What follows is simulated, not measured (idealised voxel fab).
The process module that follows is named voxel wiring stack.
Section cut is 210 nm wide and gridded with 5 nm square cells.
In what follows, cross-sections appear as grids of square cells, described through bands that run from the top down, where every band is one or more rows of cells.
Per band: top height and bottom height in nm, followed by the left-to-right materials and their widths in nm; "all across" marks a single material spanning edge to edge, "blank" marks empty space.
Heights are measured from 0, the level below which the as-received wafer is all one material; the lowest band has no bottom and continues downward, written as in "top 0, no bottom".
Width "30->40": first value at the band's top row of cells, second value at its bottom row, equal change from row to row.
Where the words "no change" appear for a step, the cross-section shows no cell changed by that step; every cell remained as before.
This entry, "Completely enclosed voids", enumerates those empty regions of no fewer than 8 cells that possess no open connection to the top. Each region is reported in the form width x height at distance, the distance being taken from the left edge, with all three quantities expressed in nm.
Note: text after step settings on the step line = simulator remark on that step.
Regarding "overlay nm": on a step with a mask, it is the distance the mask lay to the right of its planned place; a negative value places it to the left.

STEPS IN THE PROCESS PLAN
1 RECEIVE: material Si
2 CONFORMAL_DEP: material SiO2, thk nm 10
3 DIRECTIONAL_DEP: material TiN, thk nm 5
4 DIRECTIONAL_DEP: material W, thk nm 25
5 DIRECTIONAL_DEP: material aC, thk nm 15
6 PATTERN: tone cover, mask id METAL_1, material resist, width nm 20, pitch nm 45, thk nm 35, overlay nm 0
7 DIRECTIONAL_ETCH: etch materials aC, depth nm 15
8 STRIP: etch materials resist
9 DIRECTIONAL_ETCH: etch materials W, depth nm 25
10 DIRECTIONAL_ETCH: etch materials TiN, depth nm 5
11 STRIP: etch materials aC
12 CONFORMAL_DEP: material SiN, thk nm 5
13 FILL_DEP: material lowk, thk nm 5
14 CMP: height nm 40
15 CONFORMAL_DEP: material SiCN, thk nm 5
16 DIRECTIONAL_DEP: material lowk, thk nm 15
17 MASKED_ETCH: tone open, mask id PLUG_1, width nm 15, pitch nm 45, etch materials lowk, depth nm 15, overlay nm 0
18 MASKED_ETCH: tone open, mask id PLUG_1, width nm 15, pitch nm 45, etch materials SiCN, depth nm 5, overlay nm 0
19 CONFORMAL_DEP: material TiN, thk nm 5
20 FILL_DEP: material Ru, thk nm 5
21 CMP: height nm 60
22 DIRECTIONAL_DEP: material TiN, thk nm 5
23 DIRECTIONAL_DEP: material W, thk nm 20
24 PATTERN: tone cover, mask id METAL_2, material resist, width nm 20, pitch nm 45, thk nm 15, overlay nm 0
25 DIRECTIONAL_ETCH: etch materials W, depth nm 20
26 DIRECTIONAL_ETCH: etch materials TiN, depth nm 5
27 STRIP: etch materials resist
28 CONFORMAL_DEP: material SiN, thk nm 5
29 FILL_DEP: material SiO2, thk nm 5
30 CMP: height nm 85
31 CONFORMAL_DEP: material SiN, thk nm 5

WAFER AS RECEIVED: CROSS-SECTION FOLLOWING STEP 1
- top 0, no bottom = Si all across
- Completely enclosed voids: none

THIS IS HOW THE WAFER LOOKS IN CROSS-SECTION ONCE THE MODULE IS DONE, GIVEN THE STARTING STATE AND PLAN ABOVE AND ONE MISTAKE IN CARRYING THE PLAN OUT
- top 90, bottom 85 = SiN all across
- top 85, bottom 65 = 20 of SiO2; 5 of SiN; 20 of W; 5 of SiN; 15 of SiO2; 5 of SiN; 20 of W; 5 of SiN; 15 of SiO2; 5 of SiN; 20 of W; 5 of SiN; 15 of SiO2; 5 of SiN; 20 of W; 5 of SiN; 25 of SiO2
- top 65, bottom 60 = 25 of SiN; 20 of TiN; 25 of SiN; 20 of TiN; 25 of SiN; 20 of TiN; 25 of SiN; 20 of TiN; 30 of SiN
- top 60, bottom 45 = 25 of lowk; 5 of TiN; 5 of Ru; 5 of TiN; 30 of lowk; 5 of TiN; 5 of Ru; 5 of TiN; 30 of lowk; 5 of TiN; 5 of Ru; 5 of TiN; 30 of lowk; 5 of TiN; 5 of Ru; 5 of TiN; 35 of lowk
- top 45, bottom 40 = 25 of SiCN; 15 of TiN; 30 of SiCN; 15 of TiN; 30 of SiCN; 15 of TiN; 30 of SiCN; 15 of TiN; 35 of SiCN
- top 40, bottom 35 = 20 of lowk; 30 of SiN; 15 of lowk; 30 of SiN; 15 of lowk; 30 of SiN; 15 of lowk; 30 of SiN; 25 of lowk
- top 35, bottom 15 = 20 of lowk; 5 of SiN; 20 of W; 5 of SiN; 15 of lowk; 5 of SiN; 20 of W; 5 of SiN; 15 of lowk; 5 of SiN; 20 of W; 5 of SiN; 15 of lowk; 5 of SiN; 20 of W; 5 of SiN; 25 of lowk
- top 15, bottom 10 = 25 of SiN; 20 of W; 25 of SiN; 20 of W; 25 of SiN; 20 of W; 25 of SiN; 20 of W; 30 of SiN
- top 10, bottom 0 = SiO2 all across
- top 0, no bottom = Si all across
- Completely enclosed voids: none
Heads up, the wafer didn't run the way we planned it: plan step 3 skipped
